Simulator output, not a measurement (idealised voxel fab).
A process module follows: voxel tone inversion.
Cross-sectional view cut (width: 280 nm; square cell size: 5 nm).
Cross-section format: a grid of square cells, given as bands from top to bottom; each band is one or more rows of cells. Per band: top height and bottom height in nm, followed by the left-to-right materials and their widths in nm; "full width" marks a single material spanning edge to edge, "blank" marks empty space. Measure heights from 0. That's the level where, below it, the as-received wafer is all one material. The lowest band is bottomless and extends downward; write it as in "top 0, no bottom". Width: "30->40" (first number = top row, second number = bottom row, same change from row to row of cells). Given "no alteration" for a step, no cell of the cross-section differs between before and after that step. Any empty space of 8 cells or more lacking an open way to the top shows up in "Enclosed internal voids" as width x height at distance, distance from the left edge, in nm. The remark found on a step's line after its settings is issued by the simulator itself and pertains to that step. A step line may carry the setting "overlay nm", which, for steps involving a mask, states the distance by which the mask lay to the right of its intended position; negative values denote displacement to the left.
Process steps foreseen in the plan
1,RECEIVE [material Si]
2,CONFORMAL_DEP [material SiN] [thk nm 10]
3,DIRECTIONAL_DEP [material aC] [thk nm 20]
4,PATTERN [tone cover] [mask id POSTS] [material resist] [width nm 25] [pitch nm 40] [thk nm 25] [overlay nm 0]
5,DIRECTIONAL_ETCH [etch materials aC] [depth nm 20]
6,STRIP [etch materials resist]
7,FILL_DEP [material lowk] [thk nm 5]
8,CMP [height nm 30]
9,STRIP [etch materials aC]
10,CONFORMAL_DEP [material TiN] [thk nm 5]
11,FILL_DEP [material Ru] [thk nm 5]
12,CMP [height nm 30]
13,CONFORMAL_DEP [material SiN] [thk nm 5]
First wafer of two (run as planned)
Cross-section, incoming material, after step 1
    top 0, no bottom = Si full width
    Enclosed internal voids: none
Wafer section view after processing step 2
    top 10, bottom 0 = SiN full width
    Unchanged below 0.
Wafer section view after processing step 3
    top 30, bottom 10 = aC full width
    Unchanged below 10.
Wafer section view after processing step 4
    top 55, bottom 30 = blank=85, resist=25, blank=15, resist=25, blank=15, resist=25, blank=90
    Unchanged below 30.
Wafer section view after processing step 5
    top 35, bottom 30 = blank=85, resist=25, blank=15, resist=25, blank=15, resist=25, blank=90
    top 30, bottom 10 = blank=85, aC=25, blank=15, aC=25, blank=15, aC=25, blank=90
    Unchanged below 10.
Wafer section view after processing step 6
    top 30, bottom 10 = blank=85, aC=25, blank=15, aC=25, blank=15, aC=25, blank=90
    Unchanged below 10.
Wafer section view after processing step 7
    top 35, bottom 30 = lowk full width
    top 30, bottom 10 = lowk=85, aC=25, lowk=15, aC=25, lowk=15, aC=25, lowk=90
    Unchanged below 10.
Wafer section view after processing step 8
    top 30, bottom 10 = lowk=85, aC=25, lowk=15, aC=25, lowk=15, aC=25, lowk=90
    Unchanged below 10.
Wafer section view after processing step 9
    top 30, bottom 10 = lowk=85, blank=25, lowk=15, blank=25, lowk=15, blank=25, lowk=90
    Unchanged below 10.
Wafer section view after processing step 10
    top 35, bottom 30 = TiN=90, blank=15, TiN=25, blank=15, TiN=25, blank=15, TiN=95
    top 30, bottom 15 = lowk=85, TiN=5, blank=15, TiN=5, lowk=15, TiN=5, blank=15, TiN=5, lowk=15, TiN=5, blank=15, TiN=5, lowk=90
    top 15, bottom 10 = lowk=85, TiN=25, lowk=15, TiN=25, lowk=15, TiN=25, lowk=90
    Unchanged below 10.
Wafer section view after processing step 11
    top 40, bottom 35 = Ru full width
    top 35, bottom 30 = TiN=90, Ru=15, TiN=25, Ru=15, TiN=25, Ru=15, TiN=95
    top 30, bottom 15 = lowk=85, TiN=5, Ru=15, TiN=5, lowk=15, TiN=5, Ru=15, TiN=5, lowk=15, TiN=5, Ru=15, TiN=5, lowk=90
    Unchanged below 15.
Wafer section view after processing step 12
    top 30, bottom 15 = lowk=85, TiN=5, Ru=15, TiN=5, lowk=15, TiN=5, Ru=15, TiN=5, lowk=15, TiN=5, Ru=15, TiN=5, lowk=90
    Unchanged below 15.
Wafer section view after processing step 13
    top 35, bottom 30 = SiN full width
    Unchanged below 30.
The second wafer was prepared from the same starting point and under the same plan as the first; its processing contained one mistake, and it remains indistinguishable from the first wafer up to and including step 3
Cross-section: second wafer, time at which step 4 was scheduled to end
    top 55, bottom 30 = resist=85, blank=25, resist=15, blank=25, resist=15, blank=25, resist=90
    Unchanged below 30.
Cross-section: second wafer, time at which step 5 was scheduled to end
    top 35, bottom 30 = resist=85, blank=25, resist=15, blank=25, resist=15, blank=25, resist=90
    top 30, bottom 10 = aC=85, blank=25, aC=15, blank=25, aC=15, blank=25, aC=90
    Unchanged below 10.
Cross-section: second wafer, time at which step 6 was scheduled to end
    top 30, bottom 10 = aC=85, blank=25, aC=15, blank=25, aC=15, blank=25, aC=90
    Unchanged below 10.
Cross-section: second wafer, time at which step 7 was scheduled to end
    top 35, bottom 30 = lowk full width
    top 30, bottom 10 = aC=85, lowk=25, aC=15, lowk=25, aC=15, lowk=25, aC=90
    Unchanged below 10.
Cross-section: second wafer, time at which step 8 was scheduled to end
    top 30, bottom 10 = aC=85, lowk=25, aC=15, lowk=25, aC=15, lowk=25, aC=90
    Unchanged below 10.
Cross-section: second wafer, time at which step 9 was scheduled to end
    top 30, bottom 10 = blank=85, lowk=25, blank=15, lowk=25, blank=15, lowk=25, blank=90
    Unchanged below 10.
Cross-section: second wafer, time at which step 10 was scheduled to end
    top 35, bottom 30 = blank=80, TiN=35, blank=5, TiN=35, blank=5, TiN=35, blank=85
    top 30, bottom 15 = blank=80, TiN=5, lowk=25, TiN=5, blank=5, TiN=5, lowk=25, TiN=5, blank=5, TiN=5, lowk=25, TiN=5, blank=85
    top 15, bottom 10 = TiN=85, lowk=25, TiN=15, lowk=25, TiN=15, lowk=25, TiN=90
    Unchanged below 10.
Cross-section: second wafer, time at which step 11 was scheduled to end
    top 40, bottom 35 = Ru full width
    top 35, bottom 30 = Ru=80, TiN=35, Ru=5, TiN=35, Ru=5, TiN=35, Ru=85
    top 30, bottom 15 = Ru=80, TiN=5, lowk=25, TiN=5, Ru=5, TiN=5, lowk=25, TiN=5, Ru=5, TiN=5, lowk=25, TiN=5, Ru=85
    Unchanged below 15.
Cross-section: second wafer, time at which step 12 was scheduled to end
    top 30, bottom 15 = Ru=80, TiN=5, lowk=25, TiN=5, Ru=5, TiN=5, lowk=25, TiN=5, Ru=5, TiN=5, lowk=25, TiN=5, Ru=85
    Unchanged below 15.
Cross-section: second wafer, time at which step 13 was scheduled to end
    top 35, bottom 30 = SiN full width
    Unchanged below 30.
Want to know what went wrong? planned and actual differ for step 4; actual: PATTERN [tone open] [mask id POSTS] [material resist] [width nm 25] [pitch nm 40] [thk nm 25] [overlay nm 0]
Once processing is complete, comparing cell counts shows that the second wafer has more or fewer of certain materials than the first: Ru: 78 more, TiN: 26 more, lowk: 104 fewer
